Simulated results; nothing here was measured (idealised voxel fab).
Herein follows the process module entitled voxel spacer lines.
Displayed cross-section: cut, width of 200 nm, square cells sized 5 nm.
Heads up, the way a cross-section reads in here is a grid of square cells, handed over as bands from the top down, with every band being one or more rows of cells. What a band's entry tells you: where the top is and where the bottom is, as heights in nm, and after that what lies inside, material by material from left to right, each with its width in nm. Empty space is written as the word "empty", and a single material marked with the word "full width" occupies the band from edge to edge. Heights are expressed relative to 0, this being the level below which the as-received wafer comprises one material exclusively. The lowest band is unbounded in the downward direction and is denoted as in "0 down". Per-row width for "30 to 40": begins at first number (top row of band), ends at second number (bottom row), increment between rows held constant. "changes: none" after a step means that no cell of the cross-section changed. So "Enclosed void inventory" is basically the list of trapped voids: any empty space of 8 cells or more that can't reach the top through an opening. They're written width x height at distance, the distance being from the left edge, and it's all nm. Read whatever lies past the settings on a step's line as the simulator's own remark about the step. overlay nm: on a step with a mask, how far right of its planned place the mask lay; negative means left.
[This section lists the process steps that were planned]
1. RECEIVE,material Si
2. CONFORMAL_DEP,material Al2O3,thk nm 10
3. DIRECTIONAL_DEP,material TiN,thk nm 20
4. DIRECTIONAL_DEP,material polySi,thk nm 30
5. PATTERN,tone cover,mask id MANDREL,material resist,width nm 20,pitch nm 60,thk nm 35,overlay nm 0
6. DIRECTIONAL_ETCH,etch materials polySi,depth nm 30
7. STRIP,etch materials resist
8. CONFORMAL_DEP,material SiO2,thk nm 10
9. DIRECTIONAL_ETCH,etch materials SiO2,depth nm 10
10. STRIP,etch materials polySi
11. DIRECTIONAL_ETCH,etch materials TiN,depth nm 20
12. STRIP,etch materials SiO2
13. FILL_DEP,material lowk,thk nm 5
14. CMP,height nm 30
[Of two wafers, the first: run according to plan]
[So this is the incoming wafer in cross-section - it's already been through step 1]
* 0 down: Si full width
* Enclosed void inventory: none
[Cross-section through the wafer, step 2 finished]
* 10 to 0: Al2O3 full width
* Below 0 it's all the same as before, nothing changed down there.
[Cross-section through the wafer, step 3 finished]
* 30 to 10: TiN full width
* Below 10 it's all the same as before, nothing changed down there.
[Cross-section through the wafer, step 4 finished]
* 60 to 30: polySi full width
* Below 30 it's all the same as before, nothing changed down there.
[Cross-section through the wafer, step 5 finished]
* 95 to 60: empty=60; resist=20; empty=40; resist=20; empty=60
* Below 60 it's all the same as before, nothing changed down there.
[Cross-section through the wafer, step 6 finished]
* 95 to 60: empty=60; resist=20; empty=40; resist=20; empty=60
* 60 to 30: empty=60; polySi=20; empty=40; polySi=20; empty=60
* Below 30 it's all the same as before, nothing changed down there.
[Cross-section through the wafer, step 7 finished]
* 60 to 30: empty=60; polySi=20; empty=40; polySi=20; empty=60
* Below 30 it's all the same as before, nothing changed down there.
[Cross-section through the wafer, step 8 finished]
* 70 to 60: empty=50; SiO2=40; empty=20; SiO2=40; empty=50
* 60 to 40: empty=50; SiO2=10; polySi=20; SiO2=10; empty=20; SiO2=10; polySi=20; SiO2=10; empty=50
* 40 to 30: SiO2=60; polySi=20; SiO2=40; polySi=20; SiO2=60
* Below 30 it's all the same as before, nothing changed down there.
[Cross-section through the wafer, step 9 finished]
* 60 to 30: empty=50; SiO2=10; polySi=20; SiO2=10; empty=20; SiO2=10; polySi=20; SiO2=10; empty=50
* Below 30 it's all the same as before, nothing changed down there.
[Cross-section through the wafer, step 10 finished]
* 60 to 30: empty=50; SiO2=10; empty=20; SiO2=10; empty=20; SiO2=10; empty=20; SiO2=10; empty=50
* Below 30 it's all the same as before, nothing changed down there.
[Cross-section through the wafer, step 11 finished]
* 60 to 30: empty=50; SiO2=10; empty=20; SiO2=10; empty=20; SiO2=10; empty=20; SiO2=10; empty=50
* 30 to 10: empty=50; TiN=10; empty=20; TiN=10; empty=20; TiN=10; empty=20; TiN=10; empty=50
* Below 10 it's all the same as before, nothing changed down there.
[Cross-section through the wafer, step 12 finished]
* 30 to 10: empty=50; TiN=10; empty=20; TiN=10; empty=20; TiN=10; empty=20; TiN=10; empty=50
* Below 10 it's all the same as before, nothing changed down there.
[Cross-section through the wafer, step 13 finished]
* 35 to 30: lowk full width
* 30 to 10: lowk=50; TiN=10; lowk=20; TiN=10; lowk=20; TiN=10; lowk=20; TiN=10; lowk=50
* Below 10 it's all the same as before, nothing changed down there.
[Cross-section through the wafer, step 14 finished]
* 30 to 10: lowk=50; TiN=10; lowk=20; TiN=10; lowk=20; TiN=10; lowk=20; TiN=10; lowk=50
* Below 10 it's all the same as before, nothing changed down there.
[Second Wafer (Identical Start and Plan, One Processing Error; Matches First Wafer Through Step 1)]
[Cross-sectional view of the second wafer at the intended end time of process step 2]
* 10 to 0: polySi full width
* Below 0 it's all the same as before, nothing changed down there.
[Cross-sectional view of the second wafer at the intended end time of process step 3]
* 30 to 10: TiN full width
* Below 10 it's all the same as before, nothing changed down there.
[Cross-sectional view of the second wafer at the intended end time of process step 4]
* 60 to 30: polySi full width
* Below 30 it's all the same as before, nothing changed down there.
[Cross-sectional view of the second wafer at the intended end time of process step 5]
* 95 to 60: empty=60; resist=20; empty=40; resist=20; empty=60
* Below 60 it's all the same as before, nothing changed down there.
[Cross-sectional view of the second wafer at the intended end time of process step 6]
* 95 to 60: empty=60; resist=20; empty=40; resist=20; empty=60
* 60 to 30: empty=60; polySi=20; empty=40; polySi=20; empty=60
* Below 30 it's all the same as before, nothing changed down there.
[Cross-sectional view of the second wafer at the intended end time of process step 7]
* 60 to 30: empty=60; polySi=20; empty=40; polySi=20; empty=60
* Below 30 it's all the same as before, nothing changed down there.
[Cross-sectional view of the second wafer at the intended end time of process step 8]
* 70 to 60: empty=50; SiO2=40; empty=20; SiO2=40; empty=50
* 60 to 40: empty=50; SiO2=10; polySi=20; SiO2=10; empty=20; SiO2=10; polySi=20; SiO2=10; empty=50
* 40 to 30: SiO2=60; polySi=20; SiO2=40; polySi=20; SiO2=60
* Below 30 it's all the same as before, nothing changed down there.
[Cross-sectional view of the second wafer at the intended end time of process step 9]
* 60 to 30: empty=50; SiO2=10; polySi=20; SiO2=10; empty=20; SiO2=10; polySi=20; SiO2=10; empty=50
* Below 30 it's all the same as before, nothing changed down there.
[Cross-sectional view of the second wafer at the intended end time of process step 10]
* 60 to 30: empty=50; SiO2=10; empty=20; SiO2=10; empty=20; SiO2=10; empty=20; SiO2=10; empty=50
* Below 30 it's all the same as before, nothing changed down there.
[Cross-sectional view of the second wafer at the intended end time of process step 11]
* 60 to 30: empty=50; SiO2=10; empty=20; SiO2=10; empty=20; SiO2=10; empty=20; SiO2=10; empty=50
* 30 to 10: empty=50; TiN=10; empty=20; TiN=10; empty=20; TiN=10; empty=20; TiN=10; empty=50
* Below 10 it's all the same as before, nothing changed down there.
[Cross-sectional view of the second wafer at the intended end time of process step 12]
* 30 to 10: empty=50; TiN=10; empty=20; TiN=10; empty=20; TiN=10; empty=20; TiN=10; empty=50
* Below 10 it's all the same as before, nothing changed down there.
[Cross-sectional view of the second wafer at the intended end time of process step 13]
* 35 to 30: lowk full width
* 30 to 10: lowk=50; TiN=10; lowk=20; TiN=10; lowk=20; TiN=10; lowk=20; TiN=10; lowk=50
* Below 10 it's all the same as before, nothing changed down there.
[Cross-sectional view of the second wafer at the intended end time of process step 14]
* 30 to 10: lowk=50; TiN=10; lowk=20; TiN=10; lowk=20; TiN=10; lowk=20; TiN=10; lowk=50
* Below 10 it's all the same as before, nothing changed down there.
What was the processing mistake? in deviation from the planned setting, step 2 was conducted as CONFORMAL_DEP,material polySi,thk nm 10
Wrapping up, a cell-based count of both wafers puts the second over or under the first for these materials: Al2O3: 80 fewer, polySi: 80 more
